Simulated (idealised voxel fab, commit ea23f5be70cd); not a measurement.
The process module that follows is named voxel wiring stack.
Cross-section cut spans 300 nm and uses square cells 5 nm in size.
A cross-section is written here as square cells arranged in a grid, and it is given in bands from the top down, each band taking up one or more rows of cells.
Band entry format. Leading values: height of top, height of bottom, nm. Remainder: materials in left-to-right order, each with its width in nm. Special words: "full width" on a single material, which then fills the band edge to edge; "empty", empty space.
For the purposes of this specification, 0 denotes the height below which the wafer in its as-received condition is composed wholly of one material, and the lowermost band, lacking a lower limit, extends downward without end, as expressed in "0..down".
Per-row width for "30 to 40": begins at first number (top row of band), ends at second number (bottom row), increment between rows held constant.
Key: "stayed the same" - step with no changed cell in the cross-section.
In the "Enclosed cavity list" entry, you get each enclosed empty space of 8 cells or more, one with no open way to the top, written width x height at distance, distance from the left edge, in nm.
Whatever follows a step's settings on its line is a remark the simulator itself makes about that step.
For masked steps, "overlay nm" on the step line gives how far right of plan the mask actually lay; a minus sign means it lay to the left.
Listed below are the process steps as planned
- 1: RECEIVE with material Si
- 2: CONFORMAL_DEP with material SiO2, thk nm 15
- 3: CONFORMAL_DEP with material SiCN, thk nm 5
- 4: DIRECTIONAL_DEP with material lowk, thk nm 15
- 5: DIRECTIONAL_DEP with material aC, thk nm 10
- 6: PATTERN with tone open, mask id METAL_1, material resist, width nm 25, pitch nm 40, thk nm 30, overlay nm 0
- 7: DIRECTIONAL_ETCH with etch materials aC, depth nm 10
- 8: STRIP with etch materials resist
- 9: DIRECTIONAL_ETCH with etch materials lowk, depth nm 15
- 10: DIRECTIONAL_ETCH with etch materials SiCN, depth nm 5
- 11: STRIP with etch materials aC
- 12: CONFORMAL_DEP with material TiN, thk nm 5
- 13: FILL_DEP with material Ru, thk nm 10
- 14: CMP with height nm 35
- 15: EPI with material Ru, thk nm 5
- 16: FILL_DEP with material SiCN, thk nm 5
- 17: DIRECTIONAL_DEP with material lowk, thk nm 15
- 18: DIRECTIONAL_DEP with material aC, thk nm 10
- 19: PATTERN with tone open, mask id PLUG_1, material resist, width nm 15, pitch nm 40, thk nm 25, overlay nm 0
- 20: DIRECTIONAL_ETCH with etch materials aC, depth nm 10
- 21: STRIP with etch materials resist
- 22: DIRECTIONAL_ETCH with etch materials lowk, depth nm 15
- 23: DIRECTIONAL_ETCH with etch materials SiCN, depth nm 5
- 24: STRIP with etch materials aC
- 25: EPI with material Ru, thk nm 10
- 26: EPI with material Ru, thk nm 10
- 27: DIRECTIONAL_DEP with material TiN, thk nm 5
- 28: DIRECTIONAL_DEP with material W, thk nm 20
- 29: PATTERN with tone cover, mask id METAL_2, material resist, width nm 25, pitch nm 40, thk nm 15, overlay nm 0
- 30: DIRECTIONAL_ETCH with etch materials W, depth nm 20
- 31: DIRECTIONAL_ETCH with etch materials TiN, depth nm 5
- 32: STRIP with etch materials resist
- 33: FILL_DEP with material SiO2, thk nm 5
- 34: CMP with height nm 85
- 35: CONFORMAL_DEP with material SiCN, thk nm 5
- 36: DIRECTIONAL_DEP with material SiO2, thk nm 35
- 37: DIRECTIONAL_DEP with material aC, thk nm 15
- 38: PATTERN with tone open, mask id METAL_3, material resist, width nm 25, pitch nm 40, thk nm 35, overlay nm 0
- 39: DIRECTIONAL_ETCH with etch materials aC, depth nm 15
- 40: STRIP with etch materials resist
- 41: DIRECTIONAL_ETCH with etch materials SiO2, depth nm 20
- 42: STRIP with etch materials aC
- 43: PATTERN with tone open, mask id METAL_3_HOLES, material resist, width nm 15, thk nm 15, overlay nm 0
- 44: DIRECTIONAL_ETCH with etch materials SiO2, depth nm 15
- 45: DIRECTIONAL_ETCH with etch materials SiCN, depth nm 5
- 46: STRIP with etch materials resist
- 47: CONFORMAL_DEP with material TiN, thk nm 5
- 48: FILL_DEP with material Ru, thk nm 10
- 49: CMP with height nm 125
- 50: CONFORMAL_DEP with material SiCN, thk nm 5
- 51: DIRECTIONAL_DEP with material lowk, thk nm 25
- 52: PATTERN with tone open, mask id METAL_4_HOLES, material resist, width nm 15, pitch nm 40, thk nm 20, overlay nm 0
- 53: DIRECTIONAL_ETCH with etch materials lowk, depth nm 25
- 54: STRIP with etch materials resist
- 55: PATTERN with tone open, mask id METAL_4, material resist, width nm 25, pitch nm 40, thk nm 20, overlay nm 0
- 56: DIRECTIONAL_ETCH with etch materials lowk, depth nm 15
- 57: DIRECTIONAL_ETCH with etch materials SiCN, depth nm 5
- 58: STRIP with etch materials resist
- 59: CONFORMAL_DEP with material TiN, thk nm 5
- 60: FILL_DEP with material Cu, thk nm 5
- 61: CMP with height nm 155
- 62: CONFORMAL_DEP with material SiCN, thk nm 5
Cross-section of the wafer upon arrival, representing the state reached after step 1
0..down | Si full width
Enclosed cavity list: none
End state of the module in cross-section, given the above starting point and plan and one mistake in execution
160..155 | SiCN full width
155..145 | lowk=115  TiN=5  Cu=15  TiN=5  lowk=15  TiN=5  Cu=15  TiN=5  lowk=120
145..140 | lowk=115  TiN=5  Cu=5  TiN=15  lowk=15  TiN=5  Cu=5  TiN=15  lowk=120
140..130 | lowk=115  TiN=5  Cu=5  TiN=5  lowk=25  TiN=5  Cu=5  TiN=5  lowk=130
130..125 | SiCN=115  TiN=15  SiCN=25  TiN=15  SiCN=130
125..115 | SiO2=115  TiN=5  Ru=10  TiN=5  SiO2=25  TiN=5  Ru=5  TiN=5  SiO2=125
115..110 | SiO2=115  TiN=10  Ru=5  TiN=5  SiO2=25  TiN=5  Ru=5  TiN=5  SiO2=125
110..105 | SiO2=120  TiN=15  SiO2=25  TiN=15  SiO2=125
105..90 | SiO2=120  TiN=10  SiO2=170
90..85 | SiCN=120  TiN=10  SiCN=170
85..65 | SiO2=115  W=25  SiO2=15  W=25  SiO2=120
65..60 | SiO2=115  TiN=25  SiO2=15  TiN=25  SiO2=120
60..45 | lowk=115  Ru=15  lowk=25  Ru=15  lowk=130
45..35 | SiCN=115 to 110  Ru=15 to 35  SiCN=25 to 5  Ru=15 to 35  SiCN=130 to 115
35..20 | lowk=115  TiN=5  Ru=15  TiN=5  lowk=15  TiN=5  Ru=15  TiN=5  lowk=120
20..15 | SiCN=115  TiN=25  SiCN=15  TiN=25  SiCN=120
15..0 | SiO2 full width
0..down | Si full width
Enclosed cavity list: none
Which mistake was made when the wafer was run? off-plan run, step 38, actual operation and settings PATTERN with tone open, mask id METAL_3, material resist, width nm 15, pitch nm 40, thk nm 35, overlay nm 0
